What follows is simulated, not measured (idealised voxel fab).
Title: Process Module voxel quadruple lines
We display cut, a cross-section 300 nm in width whose square cells are each 5 nm.
In what follows, cross-sections appear as grids of square cells, described through bands that run from the top down, where every band is one or more rows of cells. Top, bottom (nm), then materials left to right with widths (nm); lone material tagged "everywhere" fills the whole band edge to edge; "air" = empty space. The reference from which all heights are counted is 0, the level beneath which the as-received wafer is entirely one material; the lowest band, having no lower bound, proceeds downward and is written after the example "0 and below". A width given as "30->40" starts at the first number in the band's top row and ends at the second number in its bottom row, shifting by an equal amount at every step from row to row. The cross-section has no changed cell in any step marked "nothing different". In the "Voids lacking openings" entry, you get each enclosed empty space of 8 cells or more, one with no open way to the top, written width x height at distance, distance from the left edge, in nm. Whatever follows a step's settings on its line is a remark the simulator itself makes about that step. overlay nm: how far to the right of its planned place the mask lay on this masked step (negative: to the left).
THE PROCESS STEPS THAT WERE PLANNED ARE LISTED BELOW
1. RECEIVE | material Si
2. CONFORMAL_DEP | material Al2O3 | thk nm 5
3. DIRECTIONAL_DEP | material W | thk nm 10
4. DIRECTIONAL_DEP | material polySi | thk nm 15
5. DIRECTIONAL_DEP | material aC | thk nm 25
6. PATTERN | tone cover | mask id MANDREL | material resist | width nm 35 | thk nm 35 | overlay nm 0
7. DIRECTIONAL_ETCH | etch materials aC | depth nm 25
8. STRIP | etch materials resist
9. CONFORMAL_DEP | material SiO2 | thk nm 15
10. DIRECTIONAL_ETCH | etch materials SiO2 | depth nm 15
11. STRIP | etch materials aC
12. DIRECTIONAL_ETCH | etch materials polySi | depth nm 15
13. STRIP | etch materials SiO2
14. CONFORMAL_DEP | material SiN | thk nm 10
15. DIRECTIONAL_ETCH | etch materials SiN | depth nm 10
16. STRIP | etch materials polySi
17. DIRECTIONAL_ETCH | etch materials W | depth nm 10
18. STRIP | etch materials SiN
AS-RECEIVED STATE OF THE WAFER IN CROSS-SECTION, EQUIVALENT TO POST-STEP 1
> 0 and below | Si everywhere
> Voids lacking openings: none
CROSS-SECTION: FIRST OF TWO WAFERS, MODULE FINISHED, RUN ACCORDING TO PLAN
> 15 down to 5 | 105 of air, 10 of W, 15 of air, 10 of W, 15 of air, 10 of W, 15 of air, 10 of W, 110 of air
> 5 down to 0 | Al2O3 everywhere
> 0 and below | Si everywhere
> Voids lacking openings: none
END OF MODULE, SECOND WAFER, CROSS-SECTION. STARTED LIKE THE FIRST, PLANNED LIKE THE FIRST, RUN WITH ONE MISTAKE
> 15 down to 5 | 120 of air, 10 of W, 15 of air, 5 of W, 15 of air, 10 of W, 125 of air
> 5 down to 0 | Al2O3 everywhere
> 0 and below | Si everywhere
> Voids lacking openings: none
What was done differently from what was planned? rather than as planned, step 6 actually ran as PATTERN | tone open | mask id MANDREL | material resist | width nm 35 | thk nm 35 | overlay nm 0
Final cells, second wafer relative to first, materials higher or lower: W -6
